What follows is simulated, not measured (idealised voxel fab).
This is a process module. Its name is voxel quadruple lines.
Section cut is 270 nm wide and gridded with 5 nm square cells.
For the purposes of this document, a cross-section shall be understood as a grid of square cells, specified as bands listed in top-to-bottom order, each band consisting of one or more rows of cells. A band entry consists of two parts. The first gives the height of the band's top and the height of its bottom, in nm. The rest lists the band's materials from left to right, each with its width in nm. A single material labelled with the word "all across" fills the band from edge to edge, and the word "empty" marks empty space. Note: height 0 marks the level under which the wafer is uniformly one material as received. Lowest band unbounded below, written "0 nm and below". The expression "30 to 40" gives the width at the extremes of the band, the first number at its top row of cells and the second at its bottom row, with the width changing by equal amounts from each row to the next in between. No cell of the cross-section changed in a step that is given as "nothing different". The entry titled "Cavities, sealed" provides the empty spaces that have no open way to the top, restricted to those of 8 cells or more. Each is presented as width x height at distance, the distance being measured from the left edge, with all three in nm. Read whatever lies past the settings on a step's line as the simulator's own remark about the step. Each step line may optionally specify "overlay nm", which for a step with a mask gives the rightward distance between the mask's planned place and where it lay, a negative value indicating the leftward direction.

-- Planned process steps
- 1: RECEIVE | material Si
- 2: CONFORMAL_DEP | material SiO2 | thk nm 5
- 3: DIRECTIONAL_DEP | material W | thk nm 15
- 4: DIRECTIONAL_DEP | material polySi | thk nm 15
- 5: DIRECTIONAL_DEP | material aC | thk nm 25
- 6: PATTERN | tone cover | mask id MANDREL | material resist | width nm 30 | pitch nm 80 | thk nm 35 | overlay nm 0
- 7: DIRECTIONAL_ETCH | etch materials aC | depth nm 25
- 8: STRIP | etch materials resist
- 9: CONFORMAL_DEP | material SiO2 | thk nm 10
- 10: DIRECTIONAL_ETCH | etch materials SiO2 | depth nm 10
- 11: STRIP | etch materials aC
- 12: DIRECTIONAL_ETCH | etch materials polySi | depth nm 15
- 13: STRIP | etch materials SiO2
- 14: CONFORMAL_DEP | material SiCN | thk nm 10
- 15: DIRECTIONAL_ETCH | etch materials SiCN | depth nm 10
- 16: STRIP | etch materials polySi
- 17: DIRECTIONAL_ETCH | etch materials W | depth nm 15
- 18: STRIP | etch materials SiCN

-- So this is the incoming wafer in cross-section - it's already been through step 1
    0 nm and below | Si all across
    Cavities, sealed: none

-- The module was run from the start shown above using the plan shown above, but one mistake was made doing it; the resulting wafer cross-section is below
    20 nm to 5 nm | empty (55); W (10); empty (10); W (10); empty (10); W (10); empty (10); W (10); empty (10); W (10); empty (10); W (10); empty (10); W (10); empty (10); W (10); empty (65)
    5 nm to 0 nm | SiO2 all across
    0 nm and below | Si all across
    Cavities, sealed: none
Run error: step 6 went in with a setting other than planned; the actual run was PATTERN | tone cover | mask id MANDREL | material resist | width nm 30 | pitch nm 80 | thk nm 35 | overlay nm -5
